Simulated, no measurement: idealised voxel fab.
process module | voxel trench capacitor
cross-section cut | 270 nm wide | cells 5 nm
A cross-section is a grid of square cells, given in bands from the top down. A band is one or more rows of cells.
Each band's line starts with the height of the band's top and of its bottom, in nm. Then come its materials from left to right, each with its width in nm. One material with "throughout" fills the band from edge to edge. "air" is empty space.
Height 0 is the level under which the wafer as received is all one material. The lowest band goes on downwards, as in "0 down".
A width such as "30 to 40" changes by the same amount from each row of cells to the next, from the band's top row to its bottom row.
"no change" after a step means that no cell of the cross-section changed.
closed voids: empty space of 8 cells or more with no open way to the top, each as width x height at its distance from the left edge, in nm
after a step's settings: what the simulator itself notes on the step
overlay nm, on a step with a mask: how far to the right of its planned place the mask lay; to the left if negative
plan
1 op RECEIVE | material Si
2 op CONFORMAL_DEP | material SiN | thk nm 5
3 op DIRECTIONAL_DEP | material aC | thk nm 15
4 op PATTERN | tone open | mask id TRENCH | material resist | width nm 25 | pitch nm 45 | thk nm 35 | overlay nm -15
5 op DIRECTIONAL_ETCH | etch materials aC | depth nm 15
6 op STRIP | etch materials resist
7 op DIRECTIONAL_ETCH | etch materials SiN | depth nm 5
8 op DIRECTIONAL_ETCH | etch materials Si | depth nm 25
9 op STRIP | etch materials aC
10 op CONFORMAL_DEP | material Al2O3 | thk nm 5
11 op FILL_DEP | material polySi | thk nm 5
12 op CMP | height nm 5
varied across the wafers: overlay nm of step 4. The plan shows the first wafer's value. All wafers start alike
first wafer as received, after step 1
  0 down: Si throughout
  closed voids: none
first wafer at the end, after step 12
  5 to 0: SiN 85 | Al2O3 5 | polySi 15 | Al2O3 5 | SiN 20 | Al2O3 5 | polySi 15 | Al2O3 5 | SiN 115
  0 to -20: Si 85 | Al2O3 5 | polySi 15 | Al2O3 5 | Si 20 | Al2O3 5 | polySi 15 | Al2O3 5 | Si 115
  -20 to -25: Si 85 | Al2O3 25 | Si 20 | Al2O3 25 | Si 115
  -25 down: Si throughout
  closed voids: none
last wafer at the end
  5 to 0: SiN 115 | Al2O3 5 | polySi 15 | Al2O3 5 | SiN 20 | Al2O3 5 | polySi 15 | Al2O3 5 | SiN 85
  0 to -20: Si 115 | Al2O3 5 | polySi 15 | Al2O3 5 | Si 20 | Al2O3 5 | polySi 15 | Al2O3 5 | Si 85
  -20 to -25: Si 115 | Al2O3 25 | Si 20 | Al2O3 25 | Si 85
  -25 down: Si throughout
  closed voids: none
each wafer at the end: cells of each material gained (+) or lost (-) since it was received, then its closed voids
overlay nm -15 | +30 Al2O3 | -50 Si | +44 SiN | +30 polySi | closed voids: none
overlay nm -10 | +30 Al2O3 | -50 Si | +44 SiN | +30 polySi | closed voids: none
overlay nm -5 | +30 Al2O3 | -50 Si | +44 SiN | +30 polySi | closed voids: none
overlay nm 0 | +30 Al2O3 | -50 Si | +44 SiN | +30 polySi | closed voids: none
overlay nm 5 | +30 Al2O3 | -50 Si | +44 SiN | +30 polySi | closed voids: none
overlay nm 10 | +30 Al2O3 | -50 Si | +44 SiN | +30 polySi | closed voids: none
overlay nm 15 | +30 Al2O3 | -50 Si | +44 SiN | +30 polySi | closed voids: none
